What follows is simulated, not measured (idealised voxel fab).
process module | voxel gate over fins
cross-section cut | 255 nm wide | cells 5 nm
A cross-section is a grid of square cells, given in bands from the top down. A band is one or more rows of cells.
Each band's line starts with the height of the band's top and of its bottom, in nm. Then come its materials from left to right, each with its width in nm. One material with "throughout" fills the band from edge to edge. "air" is empty space.
Height 0 is the level under which the wafer as received is all one material. The lowest band goes on downwards, as in "0 down".
A width such as "30 to 40" changes by the same amount from each row of cells to the next, from the band's top row to its bottom row.
"no change" after a step means that no cell of the cross-section changed.
closed voids: empty space of 8 cells or more with no open way to the top, each as width x height at its distance from the left edge, in nm
after a step's settings: what the simulator itself notes on the step
overlay nm, on a step with a mask: how far to the right of its planned place the mask lay; to the left if negative
plan
1 op RECEIVE | material Si
2 op CONFORMAL_DEP | material SiN | thk nm 10
3 op PATTERN | tone cover | mask id FINS | material resist | width nm 15 | pitch nm 35 | thk nm 15 | overlay nm 0
4 op DIRECTIONAL_ETCH | etch materials SiN | depth nm 10
5 op DIRECTIONAL_ETCH | etch materials Si | depth nm 30
6 op STRIP | etch materials resist
7 op OXIDIZE | depth nm 5
8 op FILL_DEP | material SiO2 | thk nm 10
9 op CMP | height nm 10
10 op SELECTIVE_ETCH | etch materials SiO2 | depth nm 20
11 op STRIP | etch materials SiN
12 op CONFORMAL_DEP | material HfO2 | thk nm 5
13 op CONFORMAL_DEP | material TiN | thk nm 5
14 op FILL_DEP | material W | thk nm 10
15 op CMP | height nm 15
16 op CONFORMAL_DEP | material SiCN | thk nm 5
as received, after step 1
  0 down: Si throughout
  closed voids: none
a wafer at the end: this start, this plan, one mistake
  20 to 15: SiCN throughout
  15 to 10: W 70 | TiN 115 | W 70
  10 to 5: TiN throughout
  5 to 0: TiN 85 | HfO2 15 | TiN 20 | HfO2 15 | TiN 20 | HfO2 15 | TiN 85
  0 to -5: TiN 85 | HfO2 5 | Si 5 | HfO2 5 | TiN 20 | HfO2 5 | Si 5 | HfO2 5 | TiN 20 | HfO2 5 | Si 5 | HfO2 5 | TiN 85
  -5 to -10: HfO2 90 | Si 5 | HfO2 30 | Si 5 | HfO2 30 | Si 5 | HfO2 90
  -10 to -35: SiO2 90 | Si 5 | SiO2 30 | Si 5 | SiO2 30 | Si 5 | SiO2 90
  -35 down: Si throughout
  closed voids: none
what went wrong: step 13 ran as: op CONFORMAL_DEP | material TiN | thk nm 15
